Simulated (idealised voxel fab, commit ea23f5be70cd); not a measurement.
process module | voxel capacitor over wiring
cross-section cut | 245 nm wide | cells 5 nm
A cross-section is a grid of square cells, given in bands from the top down. A band is one or more rows of cells.
Each band's line starts with the height of the band's top and of its bottom, in nm. Then come its materials from left to right, each with its width in nm. One material with "throughout" fills the band from edge to edge. "air" is empty space.
Height 0 is the level under which the wafer as received is all one material. The lowest band goes on downwards, as in "0 down".
A width such as "30 to 40" changes by the same amount from each row of cells to the next, from the band's top row to its bottom row.
"no change" after a step means that no cell of the cross-section changed.
closed voids: empty space of 8 cells or more with no open way to the top, each as width x height at its distance from the left edge, in nm
after a step's settings: what the simulator itself notes on the step
overlay nm, on a step with a mask: how far to the right of its planned place the mask lay; to the left if negative
plan
1 op RECEIVE | material Si
2 op CONFORMAL_DEP | material SiO2 | thk nm 15
3 op DIRECTIONAL_DEP | material TiN | thk nm 5
4 op DIRECTIONAL_DEP | material Ru | thk nm 20
5 op PATTERN | tone cover | mask id METAL_1 | material resist | width nm 25 | pitch nm 75 | thk nm 20 | overlay nm 0
6 op DIRECTIONAL_ETCH | etch materials Ru | depth nm 20
7 op DIRECTIONAL_ETCH | etch materials TiN | depth nm 5
8 op STRIP | etch materials resist
9 op CONFORMAL_DEP | material SiN | thk nm 5
10 op FILL_DEP | material lowk | thk nm 10
11 op CMP | height nm 40
12 op CONFORMAL_DEP | material SiCN | thk nm 5
13 op DIRECTIONAL_DEP | material SiO2 | thk nm 10
14 op PATTERN | tone open | mask id PLUG_1 | material resist | width nm 15 | thk nm 20 | overlay nm -15
15 op DIRECTIONAL_ETCH | etch materials SiO2 | depth nm 10
16 op DIRECTIONAL_ETCH | etch materials SiCN | depth nm 5
17 op STRIP | etch materials resist
18 op CONFORMAL_DEP | material TiN | thk nm 5
19 op FILL_DEP | material Ru | thk nm 5
20 op CMP | height nm 55
21 op DIRECTIONAL_DEP | material TiN | thk nm 5
22 op DIRECTIONAL_DEP | material HfO2 | thk nm 5
23 op DIRECTIONAL_DEP | material TiN | thk nm 10
24 op DIRECTIONAL_DEP | material aC | thk nm 10
25 op PATTERN | tone cover | mask id UPPER_PLATE | material resist | width nm 55 | thk nm 30 | overlay nm 0
26 op DIRECTIONAL_ETCH | etch materials aC | depth nm 10
27 op STRIP | etch materials resist
28 op DIRECTIONAL_ETCH | etch materials TiN | depth nm 10
29 op DIRECTIONAL_ETCH | etch materials HfO2 | depth nm 5
30 op STRIP | etch materials aC
31 op DIRECTIONAL_DEP | material aC | thk nm 15
32 op PATTERN | tone cover | mask id LOWER_PLATE | material resist | width nm 65 | thk nm 30 | overlay nm 0
33 op DIRECTIONAL_ETCH | etch materials aC | depth nm 15
34 op STRIP | etch materials resist
35 op DIRECTIONAL_ETCH | etch materials TiN | depth nm 5
36 op STRIP | etch materials aC
37 op FILL_DEP | material SiO2 | thk nm 20
38 op CMP | height nm 90
39 op DIRECTIONAL_DEP | material aC | thk nm 10
40 op PATTERN | tone open | mask id PLUG_2 | material resist | width nm 15 | thk nm 30 | overlay nm 0
41 op DIRECTIONAL_ETCH | etch materials aC | depth nm 10
42 op STRIP | etch materials resist
43 op DIRECTIONAL_ETCH | etch materials SiO2 | depth nm 15
44 op STRIP | etch materials aC
45 op CONFORMAL_DEP | material TiN | thk nm 5
46 op FILL_DEP | material Cu | thk nm 10
47 op CMP | height nm 90
48 op CONFORMAL_DEP | material SiCN | thk nm 5
varied across the wafers: overlay nm of step 14. The plan shows the first wafer's value. All wafers start alike
first wafer as received, after step 1
  0 down: Si throughout
  closed voids: none
first wafer at the end, after step 48
  95 to 90: SiCN throughout
  90 to 80: SiO2 90 | TiN 5 | Cu 5 | TiN 5 | SiO2 140
  80 to 75: SiO2 90 | TiN 15 | SiO2 140
  75 to 65: SiO2 80 | TiN 55 | SiO2 110
  65 to 60: SiO2 80 | HfO2 55 | SiO2 110
  60 to 55: SiO2 75 | TiN 65 | SiO2 105
  55 to 45: SiO2 65 | TiN 5 | Ru 5 | TiN 5 | SiO2 165
  45 to 40: SiCN 65 | TiN 15 | SiCN 165
  40 to 20: lowk 65 | SiN 5 | Ru 25 | SiN 5 | lowk 40 | SiN 5 | Ru 25 | SiN 5 | lowk 70
  20 to 15: SiN 70 | TiN 25 | SiN 50 | TiN 25 | SiN 75
  15 to 0: SiO2 throughout
  0 down: Si throughout
  closed voids: none
last wafer at the end
  95 to 90: SiCN throughout
  90 to 80: SiO2 90 | TiN 5 | Cu 5 | TiN 5 | SiO2 140
  80 to 75: SiO2 90 | TiN 15 | SiO2 140
  75 to 65: SiO2 80 | TiN 55 | SiO2 110
  65 to 60: SiO2 80 | HfO2 55 | SiO2 110
  60 to 55: SiO2 75 | TiN 65 | SiO2 105
  55 to 45: SiO2 95 | TiN 5 | Ru 5 | TiN 5 | SiO2 135
  45 to 40: SiCN 95 | TiN 15 | SiCN 135
  40 to 20: lowk 65 | SiN 5 | Ru 25 | SiN 5 | lowk 40 | SiN 5 | Ru 25 | SiN 5 | lowk 70
  20 to 15: SiN 70 | TiN 25 | SiN 50 | TiN 25 | SiN 75
  15 to 0: SiO2 throughout
  0 down: Si throughout
  closed voids: none
each wafer at the end: cells of each material gained (+) or lost (-) since it was received, then its closed voids
overlay nm -15 | +2 Cu | +11 HfO2 | +42 Ru | +95 SiCN | +55 SiN | +527 SiO2 | +59 TiN | +140 lowk | closed voids: none
overlay nm -10 | +2 Cu | +11 HfO2 | +42 Ru | +95 SiCN | +55 SiN | +527 SiO2 | +59 TiN | +140 lowk | closed voids: none
overlay nm -5 | +2 Cu | +11 HfO2 | +42 Ru | +95 SiCN | +55 SiN | +527 SiO2 | +59 TiN | +140 lowk | closed voids: none
overlay nm 0 | +2 Cu | +11 HfO2 | +42 Ru | +95 SiCN | +55 SiN | +527 SiO2 | +59 TiN | +140 lowk | closed voids: none
overlay nm 5 | +2 Cu | +11 HfO2 | +42 Ru | +95 SiCN | +55 SiN | +527 SiO2 | +59 TiN | +140 lowk | closed voids: none
overlay nm 10 | +2 Cu | +11 HfO2 | +42 Ru | +95 SiCN | +55 SiN | +527 SiO2 | +59 TiN | +140 lowk | closed voids: none
overlay nm 15 | +2 Cu | +11 HfO2 | +42 Ru | +95 SiCN | +55 SiN | +527 SiO2 | +59 TiN | +140 lowk | closed voids: none
